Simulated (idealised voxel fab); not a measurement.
You're looking at the process module voxel transistor to metal.
Displayed cross-section: cut, width of 275 nm, square cells sized 5 nm.
Think of the cross-section as a grid of square cells. We describe it in bands, top to bottom, and each band covers one or more rows of those cells. Within each band entry, the heights of the top and of the bottom of the band appear first, in that order and in nm; the materials of the band then follow from left to right, each with its corresponding width in nm. The designation "everywhere" on a single material indicates that it fills the band from edge to edge; the designation "empty" indicates empty space. Convention: height 0 is the level below which the wafer, as received, is all one material. The lowest band does not terminate at the bottom but continues downward, represented as "z 0 and below". Quick explanation for "30->40": the width changes in equal steps down the rows of cells, from the first number in the band's top row to the second number in its bottom row. Reading "no change" for a step: not a cell of the cross-section changed in it. In the "Closed-off voids" entry, you get each enclosed empty space of 8 cells or more, one with no open way to the top, written width x height at distance, distance from the left edge, in nm. On a step's line, text after the settings is the simulator commenting on that step. overlay nm: for a step with a mask, the amount by which the mask lay right of where it was planned; a negative amount means left of it. Note on reading: below, each pair holds a cross-section from before one process step and one from after it; the one from after shows only down to the lowest band that changed. Beneath the pair, the step in between is stated along with its settings. The pairs can stem from different runs of this module on the same starting wafer. Where a pair's entry headed "Snapshot before" says so, and only there, that pair continues from the pair above it.
-- Snapshot before
	z 50 to 45 = 30 TiN; 20 empty; 45 TiN; 20 empty; 40 TiN; 20 empty; 45 TiN; 20 empty; 35 TiN
	z 45 to 35 = 25 SiO2; 5 TiN; 20 empty; 5 TiN; 35 SiO2; 5 TiN; 20 empty; 5 TiN; 30 SiO2; 5 TiN; 20 empty; 5 TiN; 35 SiO2; 5 TiN; 20 empty; 5 TiN; 30 SiO2
	z 35 to 30 = 25 SiO2; 5 TiN; 15 empty; 10 TiN; 35 SiO2; 10 TiN; 15 empty; 5 TiN; 30 SiO2; 5 TiN; 15 empty; 10 TiN; 35 SiO2; 10 TiN; 15 empty; 5 TiN; 30 SiO2
	z 30 to 20 = 25 SiO2; 5 TiN; 15 empty; 5 TiN; 10 SiN; 25 SiCN; 10 SiN; 5 TiN; 15 empty; 5 TiN; 30 SiO2; 5 TiN; 15 empty; 5 TiN; 10 SiN; 25 SiCN; 10 SiN; 5 TiN; 15 empty; 5 TiN; 30 SiO2
	z 20 to 15 = 25 SiO2; 5 TiN; 15 empty; 5 TiN; 10 SiN; 25 polySi; 10 SiN; 5 TiN; 15 empty; 5 TiN; 30 SiO2; 5 TiN; 15 empty; 5 TiN; 10 SiN; 25 polySi; 10 SiN; 5 TiN; 15 empty; 5 TiN; 30 SiO2
	z 15 to 10 = 25 SiO2; 25 TiN; 10 SiN; 25 polySi; 10 SiN; 25 TiN; 30 SiO2; 25 TiN; 10 SiN; 25 polySi; 10 SiN; 25 TiN; 30 SiO2
	z 10 to 5 = 20 SiO2; 30 SiGe; 10 SiN; 25 polySi; 10 SiN; 30 SiGe; 20 SiO2; 30 SiGe; 10 SiN; 25 polySi; 10 SiN; 30 SiGe; 25 SiO2
	z 5 to 0 = 15 SiO2; 10 SiN; 25 SiGe; 10 SiN; 25 polySi; 10 SiN; 25 SiGe; 10 SiN; 10 SiO2; 10 SiN; 25 SiGe; 10 SiN; 25 polySi; 10 SiN; 25 SiGe; 10 SiN; 20 SiO2
	z 0 to -5 = 25 SiO2; 25 SiGe; 45 SiO2; 25 SiGe; 30 SiO2; 25 SiGe; 45 SiO2; 25 SiGe; 30 SiO2
	z -5 to -15 = 20 SiO2; 5 Si; 25 SiGe; 45 Si; 25 SiGe; 5 Si; 20 SiO2; 5 Si; 25 SiGe; 45 Si; 25 SiGe; 5 Si; 25 SiO2
	z -15 to -30 = 20 SiO2; 105 Si; 20 SiO2; 105 Si; 25 SiO2
	z -30 and below = Si everywhere
	Closed-off voids: none
-- State After Step
	z 55 to 50 = SiCN everywhere
	z 50 to 45 = 30 TiN; 20 SiCN; 45 TiN; 20 SiCN; 40 TiN; 20 SiCN; 45 TiN; 20 SiCN; 35 TiN
	z 45 to 35 = 25 SiO2; 5 TiN; 20 SiCN; 5 TiN; 35 SiO2; 5 TiN; 20 SiCN; 5 TiN; 30 SiO2; 5 TiN; 20 SiCN; 5 TiN; 35 SiO2; 5 TiN; 20 SiCN; 5 TiN; 30 SiO2
	z 35 to 30 = 25 SiO2; 5 TiN; 15 SiCN; 10 TiN; 35 SiO2; 10 TiN; 15 SiCN; 5 TiN; 30 SiO2; 5 TiN; 15 SiCN; 10 TiN; 35 SiO2; 10 TiN; 15 SiCN; 5 TiN; 30 SiO2
	z 30 to 20 = 25 SiO2; 5 TiN; 15 SiCN; 5 TiN; 10 SiN; 25 SiCN; 10 SiN; 5 TiN; 15 SiCN; 5 TiN; 30 SiO2; 5 TiN; 15 SiCN; 5 TiN; 10 SiN; 25 SiCN; 10 SiN; 5 TiN; 15 SiCN; 5 TiN; 30 SiO2
	z 20 to 15 = 25 SiO2; 5 TiN; 15 SiCN; 5 TiN; 10 SiN; 25 polySi; 10 SiN; 5 TiN; 15 SiCN; 5 TiN; 30 SiO2; 5 TiN; 15 SiCN; 5 TiN; 10 SiN; 25 polySi; 10 SiN; 5 TiN; 15 SiCN; 5 TiN; 30 SiO2
	Heights below 15 show no change.
	Closed-off voids: none
So what happened between those two cross-sections up there? FILL_DEP: material SiCN, thk nm 5
Snapshot before: see preceding pair, after cross-section.
-- State After Step
	z 45 to 35 = 25 SiO2; 5 TiN; 20 SiCN; 5 TiN; 35 SiO2; 5 TiN; 20 SiCN; 5 TiN; 30 SiO2; 5 TiN; 20 SiCN; 5 TiN; 35 SiO2; 5 TiN; 20 SiCN; 5 TiN; 30 SiO2
	Heights below 35 show no change.
	Closed-off voids: none
So what happened between those two cross-sections up there? CMP: height nm 45
Snapshot before: see preceding pair, after cross-section.
-- State After Step
	z 50 to 45 = SiCN everywhere
	Heights below 45 show no change.
	Closed-off voids: none
So what happened between those two cross-sections up there? CONFORMAL_DEP: material SiCN, thk nm 5
Snapshot before: see preceding pair, after cross-section.
-- State After Step
	z 65 to 50 = lowk everywhere
	Heights below 50 show no change.
	Closed-off voids: none
So what happened between those two cross-sections up there? DIRECTIONAL_DEP: material lowk, thk nm 15
Snapshot before: see preceding pair, after cross-section.
-- State After Step
	z 65 to 50 = 25 lowk; 20 empty; 55 lowk; 20 empty; 30 lowk; 20 empty; 55 lowk; 20 empty; 30 lowk
	Heights below 50 show no change.
	Closed-off voids: none
So what happened between those two cross-sections up there? MASKED_ETCH: tone open, mask id METAL_1, width nm 20, etch materials lowk, depth nm 15, overlay nm 0
Snapshot before: see preceding pair, after cross-section.
-- State After Step
	z 65 to 50 = 25 lowk; 20 empty; 55 lowk; 20 empty; 30 lowk; 20 empty; 55 lowk; 20 empty; 30 lowk
	z 50 to 45 = 25 SiCN; 20 empty; 55 SiCN; 20 empty; 30 SiCN; 20 empty; 55 SiCN; 20 empty; 30 SiCN
	Heights below 45 show no change.
	Closed-off voids: none
So what happened between those two cross-sections up there? MASKED_ETCH: tone open, mask id METAL_1, width nm 20, etch materials SiCN, depth nm 5, overlay nm 0
Snapshot before: see preceding pair, after cross-section.
-- State After Step
	z 70 to 65 = 30 TiN; 10 empty; 65 TiN; 10 empty; 40 TiN; 10 empty; 65 TiN; 10 empty; 35 TiN
	z 65 to 50 = 25 lowk; 5 TiN; 10 empty; 5 TiN; 55 lowk; 5 TiN; 10 empty; 5 TiN; 30 lowk; 5 TiN; 10 empty; 5 TiN; 55 lowk; 5 TiN; 10 empty; 5 TiN; 30 lowk
	z 50 to 45 = 25 SiCN; 20 TiN; 55 SiCN; 20 TiN; 30 SiCN; 20 TiN; 55 SiCN; 20 TiN; 30 SiCN
	Heights below 45 show no change.
	Closed-off voids: none
So what happened between those two cross-sections up there? CONFORMAL_DEP: material TiN, thk nm 5
Snapshot before: see preceding pair, after cross-section.
-- State After Step
	z 75 to 70 = Ru everywhere
	z 70 to 65 = 30 TiN; 10 Ru; 65 TiN; 10 Ru; 40 TiN; 10 Ru; 65 TiN; 10 Ru; 35 TiN
	z 65 to 50 = 25 lowk; 5 TiN; 10 Ru; 5 TiN; 55 lowk; 5 TiN; 10 Ru; 5 TiN; 30 lowk; 5 TiN; 10 Ru; 5 TiN; 55 lowk; 5 TiN; 10 Ru; 5 TiN; 30 lowk
	Heights below 50 show no change.
	Closed-off voids: none
So what happened between those two cross-sections up there? FILL_DEP: material Ru, thk nm 5
Snapshot before: see preceding pair, after cross-section.
-- State After Step
	z 65 to 50 = 25 lowk; 5 TiN; 10 Ru; 5 TiN; 55 lowk; 5 TiN; 10 Ru; 5 TiN; 30 lowk; 5 TiN; 10 Ru; 5 TiN; 55 lowk; 5 TiN; 10 Ru; 5 TiN; 30 lowk
	Heights below 50 show no change.
	Closed-off voids: none
So what happened between those two cross-sections up there? CMP: height nm 65
Snapshot before: see preceding pair, after cross-section.
-- State After Step
	z 70 to 65 = SiN everywhere
	Heights below 65 show no change.
	Closed-off voids: none
So what happened between those two cross-sections up there? CONFORMAL_DEP: material SiN, thk nm 5
-- Snapshot before
	z 15 to 5 = SiN everywhere
	z 5 to 0 = SiO2 everywhere
	z 0 and below = Si everywhere
	Closed-off voids: none
-- State After Step
	z 35 to 15 = 20 resist; 105 empty; 20 resist; 105 empty; 25 resist
	Heights below 15 show no change.
	Closed-off voids: none
So what happened between those two cross-sections up there? PATTERN: tone open, mask id ACTIVE, material resist, width nm 105, pitch nm 125, thk nm 20, overlay nm 0
Snapshot before: see preceding pair, after cross-section.
-- State After Step
	z 35 to 15 = 20 resist; 105 empty; 20 resist; 105 empty; 25 resist
	z 15 to 5 = 20 SiN; 105 empty; 20 SiN; 105 empty; 25 SiN
	Heights below 5 show no change.
	Closed-off voids: none
So what happened between those two cross-sections up there? DIRECTIONAL_ETCH: etch materials SiN, depth nm 10
Snapshot before: see preceding pair, after cross-section.
-- State After Step
	z 35 to 15 = 20 resist; 105 empty; 20 resist; 105 empty; 25 resist
	z 15 to 5 = 20 SiN; 105 empty; 20 SiN; 105 empty; 25 SiN
	z 5 to 0 = 20 SiO2; 105 empty; 20 SiO2; 105 empty; 25 SiO2
	Heights below 0 show no change.
	Closed-off voids: none
So what happened between those two cross-sections up there? DIRECTIONAL_ETCH: etch materials SiO2, depth nm 5
Snapshot before: see preceding pair, after cross-section.
-- State After Step
	z 35 to 15 = 20 resist; 105 empty; 20 resist; 105 empty; 25 resist
	z 15 to 5 = 20 SiN; 105 empty; 20 SiN; 105 empty; 25 SiN
	z 5 to 0 = 20 SiO2; 105 empty; 20 SiO2; 105 empty; 25 SiO2
	z 0 to -30 = 20 Si; 105 empty; 20 Si; 105 empty; 25 Si
	Heights below -30 show no change.
	Closed-off voids: none
So what happened between those two cross-sections up there? DIRECTIONAL_ETCH: etch materials Si, depth nm 30
Snapshot before: see preceding pair, after cross-section.
-- State After Step
	z 15 to 5 = 20 SiN; 105 empty; 20 SiN; 105 empty; 25 SiN
	Heights below 5 show no change.
	Closed-off voids: none
So what happened between those two cross-sections up there? STRIP: etch materials resist
Snapshot before: see preceding pair, after cross-section.
-- State After Step
	z 30 to 15 = SiO2 everywhere
	z 15 to 5 = 20 SiN; 105 SiO2; 20 SiN; 105 SiO2; 25 SiN
	z 5 to 0 = SiO2 everywhere
	z 0 to -30 = 20 Si; 105 SiO2; 20 Si; 105 SiO2; 25 Si
	Heights below -30 show no change.
	Closed-off voids: none
So what happened between those two cross-sections up there? FILL_DEP: material SiO2, thk nm 15
Snapshot before: see preceding pair, after cross-section.
-- State After Step
	z 15 to 5 = 20 SiN; 105 SiO2; 20 SiN; 105 SiO2; 25 SiN
	Heights below 5 show no change.
	Closed-off voids: none
So what happened between those two cross-sections up there? CMP: height nm 15
Snapshot before: see preceding pair, after cross-section.
-- State After Step
	z 15 to 10 = 20 SiN; 105 empty; 20 SiN; 105 empty; 25 SiN
	Heights below 10 show no change.
	Closed-off voids: none
So what happened between those two cross-sections up there? SELECTIVE_ETCH: etch materials SiO2, depth nm 5
Snapshot before: see preceding pair, after cross-section.
-- State After Step
	z 10 to 5 = 20 empty; 105 SiO2; 20 empty; 105 SiO2; 25 empty
	Heights below 5 show no change.
	Closed-off voids: none
So what happened between those two cross-sections up there? STRIP: etch materials SiN
Snapshot before: see preceding pair, after cross-section.
-- State After Step
	z 5 to 0 = 25 empty; 95 SiO2; 30 empty; 95 SiO2; 30 empty
	Heights below 0 show no change.
	Closed-off voids: none
So what happened between those two cross-sections up there? SELECTIVE_ETCH: etch materials SiO2, depth nm 5
Snapshot before: see preceding pair, after cross-section.
-- State After Step
	z 5 to 0 = 25 empty; 95 SiO2; 30 empty; 95 SiO2; 30 empty
	z 0 to -5 = SiO2 everywhere
	Heights below -5 show no change.
	Closed-off voids: none
So what happened between those two cross-sections up there? OXIDIZE: depth nm 5
Snapshot before: see preceding pair, after cross-section.
-- State After Step
	z 25 to 20 = 25 empty; 95 polySi; 30 empty; 95 polySi; 30 empty
	z 20 to 5 = polySi everywhere
	z 5 to 0 = 25 polySi; 95 SiO2; 30 polySi; 95 SiO2; 30 polySi
	Heights below 0 show no change.
	Closed-off voids: none
So what happened between those two cross-sections up there? DIRECTIONAL_DEP: material polySi, thk nm 20
Snapshot before: see preceding pair, after cross-section.
-- State After Step
	z 35 to 30 = 25 empty; 95 SiCN; 30 empty; 95 SiCN; 30 empty
	z 30 to 25 = SiCN everywhere
	z 25 to 20 = 25 SiCN; 95 polySi; 30 SiCN; 95 polySi; 30 SiCN
	Heights below 20 show no change.
	Closed-off voids: none
So what happened between those two cross-sections up there? DIRECTIONAL_DEP: material SiCN, thk nm 10
Snapshot before: see preceding pair, after cross-section.
-- State After Step
	z 55 to 35 = 60 empty; 25 resist; 100 empty; 25 resist; 65 empty
	Heights below 35 show no change.
	Closed-off voids: none
So what happened between those two cross-sections up there? PATTERN: tone cover, mask id GATE, material resist, width nm 25, pitch nm 125, thk nm 20, overlay nm 0
Snapshot before: see preceding pair, after cross-section.
-- State After Step
	z 55 to 35 = 60 empty; 25 resist; 100 empty; 25 resist; 65 empty
	z 35 to 25 = 60 empty; 25 SiCN; 100 empty; 25 SiCN; 65 empty
	z 25 to 20 = 25 empty; 95 polySi; 30 empty; 95 polySi; 30 empty
	Heights below 20 show no change.
	Closed-off voids: none
So what happened between those two cross-sections up there? DIRECTIONAL_ETCH: etch materials SiCN, depth nm 20
Snapshot before: see preceding pair, after cross-section.
-- State After Step
	z 55 to 35 = 60 empty; 25 resist; 100 empty; 25 resist; 65 empty
	z 35 to 25 = 60 empty; 25 SiCN; 100 empty; 25 SiCN; 65 empty
	z 25 to 5 = 60 empty; 25 polySi; 100 empty; 25 polySi; 65 empty
	z 5 to 0 = 25 empty; 95 SiO2; 30 empty; 95 SiO2; 30 empty
	Heights below 0 show no change.
	Closed-off voids: none
So what happened between those two cross-sections up there? DIRECTIONAL_ETCH: etch materials polySi, depth nm 30
Snapshot before: see preceding pair, after cross-section.
-- State After Step
	z 35 to 25 = 60 empty; 25 SiCN; 100 empty; 25 SiCN; 65 empty
	Heights below 25 show no change.
	Closed-off voids: none
So what happened between those two cross-sections up there? STRIP: etch materials resist
Snapshot before: see preceding pair, after cross-section.
-- State After Step
	z 45 to 35 = 50 empty; 45 SiN; 80 empty; 45 SiN; 55 empty
	z 35 to 25 = 50 empty; 10 SiN; 25 SiCN; 10 SiN; 80 empty; 10 SiN; 25 SiCN; 10 SiN; 55 empty
	z 25 to 15 = 50 empty; 10 SiN; 25 polySi; 10 SiN; 80 empty; 10 SiN; 25 polySi; 10 SiN; 55 empty
	z 15 to 10 = 15 empty; 45 SiN; 25 polySi; 45 SiN; 10 empty; 45 SiN; 25 polySi; 45 SiN; 20 empty
	z 10 to 5 = 60 SiN; 25 polySi; 100 SiN; 25 polySi; 65 SiN
	z 5 to 0 = 25 SiN; 95 SiO2; 30 SiN; 95 SiO2; 30 SiN
	Heights below 0 show no change.
	Closed-off voids: none
So what happened between those two cross-sections up there? CONFORMAL_DEP: material SiN, thk nm 10
Snapshot before: see preceding pair, after cross-section.
-- State After Step
	z 35 to 25 = 50 empty; 10 SiN; 25 SiCN; 10 SiN; 80 empty; 10 SiN; 25 SiCN; 10 SiN; 55 empty
	z 25 to 5 = 50 empty; 10 SiN; 25 polySi; 10 SiN; 80 empty; 10 SiN; 25 polySi; 10 SiN; 55 empty
	z 5 to 0 = 15 empty; 10 SiN; 95 SiO2; 10 SiN; 10 empty; 10 SiN; 95 SiO2; 10 SiN; 20 empty
	Heights below 0 show no change.
	Closed-off voids: none
So what happened between those two cross-sections up there? DIRECTIONAL_ETCH: etch materials SiN, depth nm 10
Snapshot before: see preceding pair, after cross-section.
-- State After Step
	z 35 to 25 = 50 empty; 10 SiN; 25 SiCN; 10 SiN; 80 empty; 10 SiN; 25 SiCN; 10 SiN; 55 empty
	z 25 to 5 = 50 empty; 10 SiN; 25 polySi; 10 SiN; 80 empty; 10 SiN; 25 polySi; 10 SiN; 55 empty
	z 5 to 0 = 15 empty; 10 SiN; 25 empty; 45 SiO2; 25 empty; 10 SiN; 10 empty; 10 SiN; 25 empty; 45 SiO2; 25 empty; 10 SiN; 20 empty
	z 0 to -5 = 15 empty; 115 SiO2; 10 empty; 115 SiO2; 20 empty
	Heights below -5 show no change.
	Closed-off voids: none
So what happened between those two cross-sections up there? DIRECTIONAL_ETCH: etch materials SiO2, depth nm 5
Snapshot before: see preceding pair, after cross-section.
-- State After Step
	z 35 to 25 = 50 empty; 10 SiN; 25 SiCN; 10 SiN; 80 empty; 10 SiN; 25 SiCN; 10 SiN; 55 empty
	z 25 to 5 = 50 empty; 10 SiN; 25 polySi; 10 SiN; 80 empty; 10 SiN; 25 polySi; 10 SiN; 55 empty
	z 5 to 0 = 15 empty; 10 SiN; 25 empty; 45 SiO2; 25 empty; 10 SiN; 10 empty; 10 SiN; 25 empty; 45 SiO2; 25 empty; 10 SiN; 20 empty
	z 0 to -5 = 15 empty; 115 SiO2; 10 empty; 115 SiO2; 20 empty
	z -5 to -15 = 15 empty; 5 Si; 105 SiO2; 5 Si; 10 empty; 5 Si; 105 SiO2; 5 Si; 20 empty
	Heights below -15 show no change.
	Closed-off voids: none
So what happened between those two cross-sections up there? DIRECTIONAL_ETCH: etch materials Si, depth nm 10
Snapshot before: see preceding pair, after cross-section.
-- State After Step
	z 35 to 25 = 50 empty; 10 SiN; 25 SiCN; 10 SiN; 80 empty; 10 SiN; 25 SiCN; 10 SiN; 55 empty
	z 25 to 10 = 50 empty; 10 SiN; 25 polySi; 10 SiN; 80 empty; 10 SiN; 25 polySi; 10 SiN; 55 empty
	z 10 to 5 = 20 SiGe; 30 empty; 10 SiN; 25 polySi; 10 SiN; 30 empty; 20 SiGe; 30 empty; 10 SiN; 25 polySi; 10 SiN; 30 empty; 20 SiGe; 5 empty
	z 5 to 0 = 15 SiGe; 10 SiN; 25 empty; 45 SiO2; 25 empty; 10 SiN; 10 SiGe; 10 SiN; 25 empty; 45 SiO2; 25 empty; 10 SiN; 15 SiGe; 5 empty
	z 0 to -5 = 15 SiGe; 115 SiO2; 10 SiGe; 115 SiO2; 20 SiGe
	z -5 to -15 = 15 SiGe; 5 Si; 105 SiO2; 5 Si; 10 SiGe; 5 Si; 105 SiO2; 5 Si; 20 SiGe
	Heights below -15 show no change.
	Closed-off voids: none
So what happened between those two cross-sections up there? EPI: material SiGe, thk nm 15
Snapshot before: see preceding pair, after cross-section.
-- State After Step
	z 40 to 35 = SiO2 everywhere
	z 35 to 25 = 50 SiO2; 10 SiN; 25 SiCN; 10 SiN; 80 SiO2; 10 SiN; 25 SiCN; 10 SiN; 55 SiO2
	z 25 to 10 = 50 SiO2; 10 SiN; 25 polySi; 10 SiN; 80 SiO2; 10 SiN; 25 polySi; 10 SiN; 55 SiO2
	z 10 to 5 = 20 SiGe; 30 SiO2; 10 SiN; 25 polySi; 10 SiN; 30 SiO2; 20 SiGe; 30 SiO2; 10 SiN; 25 polySi; 10 SiN; 30 SiO2; 20 SiGe; 5 SiO2
	z 5 to 0 = 15 SiGe; 10 SiN; 95 SiO2; 10 SiN; 10 SiGe; 10 SiN; 95 SiO2; 10 SiN; 15 SiGe; 5 SiO2
	Heights below 0 show no change.
	Closed-off voids: none
So what happened between those two cross-sections up there? FILL_DEP: material SiO2, thk nm 5
Snapshot before: see preceding pair, after cross-section.
-- State After Step
	z 30 to 25 = 50 SiO2; 10 SiN; 25 SiCN; 10 SiN; 80 SiO2; 10 SiN; 25 SiCN; 10 SiN; 55 SiO2
	Heights below 25 show no change.
	Closed-off voids: none
So what happened between those two cross-sections up there? CMP: height nm 30
Snapshot before: see preceding pair, after cross-section.
-- State After Step
	z 45 to 30 = SiO2 everywhere
	Heights below 30 show no change.
	Closed-off voids: none
So what happened between those two cross-sections up there? DIRECTIONAL_DEP: material SiO2, thk nm 15
Snapshot before: see preceding pair, after cross-section.
-- State After Step
	z 55 to 45 = aC everywhere
	Heights below 45 show no change.
	Closed-off voids: none
So what happened between those two cross-sections up there? DIRECTIONAL_DEP: material aC, thk nm 10
Snapshot before: see preceding pair, after cross-section.
-- State After Step
	z 80 to 55 = 25 resist; 30 empty; 35 resist; 30 empty; 30 resist; 30 empty; 35 resist; 30 empty; 30 resist
	Heights below 55 show no change.
	Closed-off voids: none
So what happened between those two cross-sections up there? PATTERN: tone open, mask id CONTACT, material resist, width nm 30, thk nm 25, overlay nm 0
Snapshot before: see preceding pair, after cross-section.
-- State After Step
	z 70 to 55 = 25 resist; 30 empty; 35 resist; 30 empty; 30 resist; 30 empty; 35 resist; 30 empty; 30 resist
	z 55 to 45 = 25 aC; 30 empty; 35 aC; 30 empty; 30 aC; 30 empty; 35 aC; 30 empty; 30 aC
	Heights below 45 show no change.
	Closed-off voids: none
So what happened between those two cross-sections up there? DIRECTIONAL_ETCH: etch materials aC, depth nm 10
Snapshot before: see preceding pair, after cross-section.
-- State After Step
	z 55 to 45 = 25 aC; 30 empty; 35 aC; 30 empty; 30 aC; 30 empty; 35 aC; 30 empty; 30 aC
	Heights below 45 show no change.
	Closed-off voids: none
So what happened between those two cross-sections up there? STRIP: etch materials resist
Snapshot before: see preceding pair, after cross-section.
-- State After Step
	z 55 to 45 = 25 aC; 30 empty; 35 aC; 30 empty; 30 aC; 30 empty; 35 aC; 30 empty; 30 aC
	z 45 to 30 = 25 SiO2; 30 empty; 35 SiO2; 30 empty; 30 SiO2; 30 empty; 35 SiO2; 30 empty; 30 SiO2
	z 30 to 25 = 25 SiO2; 25 empty; 10 SiN; 25 SiCN; 10 SiN; 25 empty; 30 SiO2; 25 empty; 10 SiN; 25 SiCN; 10 SiN; 25 empty; 30 SiO2
	z 25 to 10 = 25 SiO2; 25 empty; 10 SiN; 25 polySi; 10 SiN; 25 empty; 30 SiO2; 25 empty; 10 SiN; 25 polySi; 10 SiN; 25 empty; 30 SiO2
	Heights below 10 show no change.
	Closed-off voids: none
So what happened between those two cross-sections up there? DIRECTIONAL_ETCH: etch materials SiO2, depth nm 35
Snapshot before: see preceding pair, after cross-section.
-- State After Step
	z 45 to 30 = 25 SiO2; 30 empty; 35 SiO2; 30 empty; 30 SiO2; 30 empty; 35 SiO2; 30 empty; 30 SiO2
	Heights below 30 show no change.
	Closed-off voids: none
So what happened between those two cross-sections up there? STRIP: etch materials aC
Snapshot before: see preceding pair, after cross-section.
-- State After Step
	z 50 to 45 = 30 TiN; 20 empty; 45 TiN; 20 empty; 40 TiN; 20 empty; 45 TiN; 20 empty; 35 TiN
	z 45 to 35 = 25 SiO2; 5 TiN; 20 empty; 5 TiN; 35 SiO2; 5 TiN; 20 empty; 5 TiN; 30 SiO2; 5 TiN; 20 empty; 5 TiN; 35 SiO2; 5 TiN; 20 empty; 5 TiN; 30 SiO2
	z 35 to 30 = 25 SiO2; 5 TiN; 15 empty; 10 TiN; 35 SiO2; 10 TiN; 15 empty; 5 TiN; 30 SiO2; 5 TiN; 15 empty; 10 TiN; 35 SiO2; 10 TiN; 15 empty; 5 TiN; 30 SiO2
	z 30 to 25 = 25 SiO2; 5 TiN; 15 empty; 5 TiN; 10 SiN; 25 SiCN; 10 SiN; 5 TiN; 15 empty; 5 TiN; 30 SiO2; 5 TiN; 15 empty; 5 TiN; 10 SiN; 25 SiCN; 10 SiN; 5 TiN; 15 empty; 5 TiN; 30 SiO2
	z 25 to 15 = 25 SiO2; 5 TiN; 15 empty; 5 TiN; 10 SiN; 25 polySi; 10 SiN; 5 TiN; 15 empty; 5 TiN; 30 SiO2; 5 TiN; 15 empty; 5 TiN; 10 SiN; 25 polySi; 10 SiN; 5 TiN; 15 empty; 5 TiN; 30 SiO2
	z 15 to 10 = 25 SiO2; 25 TiN; 10 SiN; 25 polySi; 10 SiN; 25 TiN; 30 SiO2; 25 TiN; 10 SiN; 25 polySi; 10 SiN; 25 TiN; 30 SiO2
	Heights below 10 show no change.
	Closed-off voids: none
So what happened between those two cross-sections up there? CONFORMAL_DEP: material TiN, thk nm 5
Snapshot before: see preceding pair, after cross-section.
-- State After Step
	z 55 to 50 = W everywhere
	z 50 to 45 = 30 TiN; 20 W; 45 TiN; 20 W; 40 TiN; 20 W; 45 TiN; 20 W; 35 TiN
	z 45 to 35 = 25 SiO2; 5 TiN; 20 W; 5 TiN; 35 SiO2; 5 TiN; 20 W; 5 TiN; 30 SiO2; 5 TiN; 20 W; 5 TiN; 35 SiO2; 5 TiN; 20 W; 5 TiN; 30 SiO2
	z 35 to 30 = 25 SiO2; 5 TiN; 15 W; 10 TiN; 35 SiO2; 10 TiN; 15 W; 5 TiN; 30 SiO2; 5 TiN; 15 W; 10 TiN; 35 SiO2; 10 TiN; 15 W; 5 TiN; 30 SiO2
	z 30 to 25 = 25 SiO2; 5 TiN; 15 W; 5 TiN; 10 SiN; 25 SiCN; 10 SiN; 5 TiN; 15 W; 5 TiN; 30 SiO2; 5 TiN; 15 W; 5 TiN; 10 SiN; 25 SiCN; 10 SiN; 5 TiN; 15 W; 5 TiN; 30 SiO2
	z 25 to 15 = 25 SiO2; 5 TiN; 15 W; 5 TiN; 10 SiN; 25 polySi; 10 SiN; 5 TiN; 15 W; 5 TiN; 30 SiO2; 5 TiN; 15 W; 5 TiN; 10 SiN; 25 polySi; 10 SiN; 5 TiN; 15 W; 5 TiN; 30 SiO2
	Heights below 15 show no change.
	Closed-off voids: none
So what happened between those two cross-sections up there? FILL_DEP: material W, thk nm 5
Snapshot before: see preceding pair, after cross-section.
-- State After Step
	z 45 to 35 = 25 SiO2; 5 TiN; 20 W; 5 TiN; 35 SiO2; 5 TiN; 20 W; 5 TiN; 30 SiO2; 5 TiN; 20 W; 5 TiN; 35 SiO2; 5 TiN; 20 W; 5 TiN; 30 SiO2
	Heights below 35 show no change.
	Closed-off voids: none
So what happened between those two cross-sections up there? CMP: height nm 45
Snapshot before: see preceding pair, after cross-section.
-- State After Step
	z 50 to 45 = SiCN everywhere
	Heights below 45 show no change.
	Closed-off voids: none
So what happened between those two cross-sections up there? CONFORMAL_DEP: material SiCN, thk nm 5
Snapshot before: see preceding pair, after cross-section.
-- State After Step
	z 65 to 50 = lowk everywhere
	Heights below 50 show no change.
	Closed-off voids: none
So what happened between those two cross-sections up there? DIRECTIONAL_DEP: material lowk, thk nm 15
Snapshot before: see preceding pair, after cross-section.
-- State After Step
	z 65 to 50 = 25 lowk; 20 empty; 55 lowk; 20 empty; 30 lowk; 20 empty; 55 lowk; 20 empty; 30 lowk
	Heights below 50 show no change.
	Closed-off voids: none
So what happened between those two cross-sections up there? MASKED_ETCH: tone open, mask id METAL_1, width nm 20, etch materials lowk, depth nm 15, overlay nm 0
Snapshot before: see preceding pair, after cross-section.
-- State After Step
	z 65 to 50 = 25 lowk; 20 empty; 55 lowk; 20 empty; 30 lowk; 20 empty; 55 lowk; 20 empty; 30 lowk
	z 50 to 45 = 25 SiCN; 20 empty; 55 SiCN; 20 empty; 30 SiCN; 20 empty; 55 SiCN; 20 empty; 30 SiCN
	Heights below 45 show no change.
	Closed-off voids: none
So what happened between those two cross-sections up there? MASKED_ETCH: tone open, mask id METAL_1, width nm 20, etch materials SiCN, depth nm 5, overlay nm 0
Snapshot before: see preceding pair, after cross-section.
-- State After Step
	z 70 to 65 = 30 TiN; 10 empty; 65 TiN; 10 empty; 40 TiN; 10 empty; 65 TiN; 10 empty; 35 TiN
	z 65 to 50 = 25 lowk; 5 TiN; 10 empty; 5 TiN; 55 lowk; 5 TiN; 10 empty; 5 TiN; 30 lowk; 5 TiN; 10 empty; 5 TiN; 55 lowk; 5 TiN; 10 empty; 5 TiN; 30 lowk
	z 50 to 45 = 25 SiCN; 20 TiN; 55 SiCN; 20 TiN; 30 SiCN; 20 TiN; 55 SiCN; 20 TiN; 30 SiCN
	Heights below 45 show no change.
	Closed-off voids: none
So what happened between those two cross-sections up there? CONFORMAL_DEP: material TiN, thk nm 5
Snapshot before: see preceding pair, after cross-section.
-- State After Step
	z 75 to 70 = Ru everywhere
	z 70 to 65 = 30 TiN; 10 Ru; 65 TiN; 10 Ru; 40 TiN; 10 Ru; 65 TiN; 10 Ru; 35 TiN
	z 65 to 50 = 25 lowk; 5 TiN; 10 Ru; 5 TiN; 55 lowk; 5 TiN; 10 Ru; 5 TiN; 30 lowk; 5 TiN; 10 Ru; 5 TiN; 55 lowk; 5 TiN; 10 Ru; 5 TiN; 30 lowk
	Heights below 50 show no change.
	Closed-off voids: none
So what happened between those two cross-sections up there? FILL_DEP: material Ru, thk nm 5
Snapshot before: see preceding pair, after cross-section.
-- State After Step
	z 65 to 50 = 25 lowk; 5 TiN; 10 Ru; 5 TiN; 55 lowk; 5 TiN; 10 Ru; 5 TiN; 30 lowk; 5 TiN; 10 Ru; 5 TiN; 55 lowk; 5 TiN; 10 Ru; 5 TiN; 30 lowk
	Heights below 50 show no change.
	Closed-off voids: none
So what happened between those two cross-sections up there? CMP: height nm 65
Snapshot before: see preceding pair, after cross-section.
-- State After Step
	z 70 to 65 = SiN everywhere
	Heights below 65 show no change.
	Closed-off voids: none
So what happened between those two cross-sections up there? CONFORMAL_DEP: material SiN, thk nm 5
